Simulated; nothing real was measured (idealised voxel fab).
Name of the process module below: voxel self aligned vias
Cross-section cut spans 190 nm and uses square cells 5 nm in size.
Each cross-section below is a grid of square cells, stated as bands in top-down order, with one or more rows of cells making up each band. Quick guide to a band line: top height, bottom height (nm) up front; then every material left to right with its width in nm. Only one material and it's marked "edge to edge"? Then it fills the band edge to edge. And "blank" just means empty space. Where do heights start? At 0: under that level the wafer as delivered is made of one material only. And the lowest band has no floor; it just carries on downward, as in "0 nm and below". Top row gets the first number, bottom row gets the second, and each row in between changes by the same step: that is how a band width like "30..40" works. When a step is marked "nothing altered", none of the cells in the cross-section changed during that step. Empty spaces counting at least 8 cells and having no open way to the top are listed in "Fully sealed voids". The notation width x height at distance is used for each, the distance being from the left edge and all three values in nm. If you see something after the settings on a step's line, that's the simulator's own remark about that step. "overlay nm" on a masked step: distance the mask lay right of its planned place, negative for left.
### plan
1,RECEIVE, material Si
2,CONFORMAL_DEP, material SiO2, thk nm 15
3,CONFORMAL_DEP, material SiCN, thk nm 5
4,DIRECTIONAL_DEP, material SiO2, thk nm 30
5,DIRECTIONAL_DEP, material aC, thk nm 10
6,PATTERN, tone open, mask id LINES, material resist, width nm 25, pitch nm 75, thk nm 30, overlay nm 0
7,DIRECTIONAL_ETCH, etch materials aC, depth nm 10
8,STRIP, etch materials resist
9,DIRECTIONAL_ETCH, etch materials SiO2, depth nm 30
10,STRIP, etch materials aC
11,CONFORMAL_DEP, material TiN, thk nm 5
12,FILL_DEP, material W, thk nm 10
13,CMP, height nm 50
14,SELECTIVE_ETCH, etch materials W Ru TiN, depth nm 5
15,FILL_DEP, material SiN, thk nm 5
16,CMP, height nm 50
17,DIRECTIONAL_DEP, material SiO2, thk nm 20
18,MASKED_ETCH, tone open, mask id VIAS, width nm 45, pitch nm 75, etch materials SiO2, depth nm 20, overlay nm 0
19,MASKED_ETCH, tone open, mask id VIAS, width nm 45, pitch nm 75, etch materials SiN, depth nm 5, overlay nm 0
20,CONFORMAL_DEP, material TiN, thk nm 5
21,FILL_DEP, material W, thk nm 5
22,CMP, height nm 70
23,CONFORMAL_DEP, material SiCN, thk nm 5
### First out of two wafers; run went to plan
### Cross-section of the wafer upon arrival, representing the state reached after step 1
    0 nm and below = Si edge to edge
    Fully sealed voids: none
### Step 2 done - wafer cross-section
    15 nm to 0 nm = SiO2 edge to edge
    Everything under 0 stays put, no change at all.
### Step 3 done - wafer cross-section
    20 nm to 15 nm = SiCN edge to edge
    Everything under 15 stays put, no change at all.
### Step 4 done - wafer cross-section
    50 nm to 20 nm = SiO2 edge to edge
    Everything under 20 stays put, no change at all.
### Step 5 done - wafer cross-section
    60 nm to 50 nm = aC edge to edge
    Everything under 50 stays put, no change at all.
### Step 6 done - wafer cross-section
    90 nm to 60 nm = resist 45, then blank 25, then resist 50, then blank 25, then resist 45
    Everything under 60 stays put, no change at all.
### Step 7 done - wafer cross-section
    80 nm to 60 nm = resist 45, then blank 25, then resist 50, then blank 25, then resist 45
    60 nm to 50 nm = aC 45, then blank 25, then aC 50, then blank 25, then aC 45
    Everything under 50 stays put, no change at all.
### Step 8 done - wafer cross-section
    60 nm to 50 nm = aC 45, then blank 25, then aC 50, then blank 25, then aC 45
    Everything under 50 stays put, no change at all.
### Step 9 done - wafer cross-section
    60 nm to 50 nm = aC 45, then blank 25, then aC 50, then blank 25, then aC 45
    50 nm to 20 nm = SiO2 45, then blank 25, then SiO2 50, then blank 25, then SiO2 45
    Everything under 20 stays put, no change at all.
### Step 10 done - wafer cross-section
    50 nm to 20 nm = SiO2 45, then blank 25, then SiO2 50, then blank 25, then SiO2 45
    Everything under 20 stays put, no change at all.
### Step 11 done - wafer cross-section
    55 nm to 50 nm = TiN 50, then blank 15, then TiN 60, then blank 15, then TiN 50
    50 nm to 25 nm = SiO2 45, then TiN 5, then blank 15, then TiN 5, then SiO2 50, then TiN 5, then blank 15, then TiN 5, then SiO2 45
    25 nm to 20 nm = SiO2 45, then TiN 25, then SiO2 50, then TiN 25, then SiO2 45
    Everything under 20 stays put, no change at all.
### Step 12 done - wafer cross-section
    65 nm to 55 nm = W edge to edge
    55 nm to 50 nm = TiN 50, then W 15, then TiN 60, then W 15, then TiN 50
    50 nm to 25 nm = SiO2 45, then TiN 5, then W 15, then TiN 5, then SiO2 50, then TiN 5, then W 15, then TiN 5, then SiO2 45
    Everything under 25 stays put, no change at all.
### Step 13 done - wafer cross-section
    50 nm to 25 nm = SiO2 45, then TiN 5, then W 15, then TiN 5, then SiO2 50, then TiN 5, then W 15, then TiN 5, then SiO2 45
    Everything under 25 stays put, no change at all.
### Step 14 done - wafer cross-section
    50 nm to 45 nm = SiO2 45, then blank 25, then SiO2 50, then blank 25, then SiO2 45
    Everything under 45 stays put, no change at all.
### Step 15 done - wafer cross-section
    55 nm to 50 nm = SiN edge to edge
    50 nm to 45 nm = SiO2 45, then SiN 25, then SiO2 50, then SiN 25, then SiO2 45
    Everything under 45 stays put, no change at all.
### Step 16 done - wafer cross-section
    50 nm to 45 nm = SiO2 45, then SiN 25, then SiO2 50, then SiN 25, then SiO2 45
    Everything under 45 stays put, no change at all.
### Step 17 done - wafer cross-section
    70 nm to 50 nm = SiO2 edge to edge
    Everything under 50 stays put, no change at all.
### Step 18 done - wafer cross-section
    70 nm to 50 nm = SiO2 35, then blank 45, then SiO2 30, then blank 45, then SiO2 35
    Everything under 50 stays put, no change at all.
### Step 19 done - wafer cross-section
    70 nm to 50 nm = SiO2 35, then blank 45, then SiO2 30, then blank 45, then SiO2 35
    50 nm to 45 nm = SiO2 45, then blank 25, then SiO2 50, then blank 25, then SiO2 45
    Everything under 45 stays put, no change at all.
### Step 20 done - wafer cross-section
    75 nm to 70 nm = TiN 40, then blank 35, then TiN 40, then blank 35, then TiN 40
    70 nm to 55 nm = SiO2 35, then TiN 5, then blank 35, then TiN 5, then SiO2 30, then TiN 5, then blank 35, then TiN 5, then SiO2 35
    55 nm to 50 nm = SiO2 35, then TiN 15, then blank 15, then TiN 15, then SiO2 30, then TiN 15, then blank 15, then TiN 15, then SiO2 35
    50 nm to 45 nm = SiO2 45, then TiN 25, then SiO2 50, then TiN 25, then SiO2 45
    Everything under 45 stays put, no change at all.
### Step 21 done - wafer cross-section
    80 nm to 75 nm = W edge to edge
    75 nm to 70 nm = TiN 40, then W 35, then TiN 40, then W 35, then TiN 40
    70 nm to 55 nm = SiO2 35, then TiN 5, then W 35, then TiN 5, then SiO2 30, then TiN 5, then W 35, then TiN 5, then SiO2 35
    55 nm to 50 nm = SiO2 35, then TiN 15, then W 15, then TiN 15, then SiO2 30, then TiN 15, then W 15, then TiN 15, then SiO2 35
    Everything under 50 stays put, no change at all.
### Step 22 done - wafer cross-section
    70 nm to 55 nm = SiO2 35, then TiN 5, then W 35, then TiN 5, then SiO2 30, then TiN 5, then W 35, then TiN 5, then SiO2 35
    Everything under 55 stays put, no change at all.
### Step 23 done - wafer cross-section
    75 nm to 70 nm = SiCN edge to edge
    Everything under 70 stays put, no change at all.
### Regarding the second of the two wafers: it shared the first wafer's starting condition and process plan, yet one error occurred during its execution. Its history coincides with that of the first wafer up to and including step 16
### Cross-sectional representation of the second wafer at the time designated in the plan for the completion of step 17
    70 nm to 50 nm = Ru edge to edge
    Everything under 50 stays put, no change at all.
Cross-sectional representation of the second wafer at the time designated in the plan for the completion of step 18: nothing altered
Cross-sectional representation of the second wafer at the time designated in the plan for the completion of step 19: nothing altered
### Cross-sectional representation of the second wafer at the time designated in the plan for the completion of step 20
    75 nm to 70 nm = TiN edge to edge
    Everything under 70 stays put, no change at all.
### Cross-sectional representation of the second wafer at the time designated in the plan for the completion of step 21
    80 nm to 75 nm = W edge to edge
    Everything under 75 stays put, no change at all.
### Cross-sectional representation of the second wafer at the time designated in the plan for the completion of step 22
    70 nm to 50 nm = Ru edge to edge
    Everything under 50 stays put, no change at all.
### Cross-sectional representation of the second wafer at the time designated in the plan for the completion of step 23
    75 nm to 70 nm = SiCN edge to edge
    Everything under 70 stays put, no change at all.
The mistake made against the process plan was this: step 17 went in with a setting other than planned; the actual run was DIRECTIONAL_DEP, material Ru, thk nm 20
Looking at both finished wafers in cells, the second ends up ahead of or behind the first on some materials: 152 more of Ru, 10 more of SiN, 80 fewer of SiO2, 34 fewer of TiN, 48 fewer of W
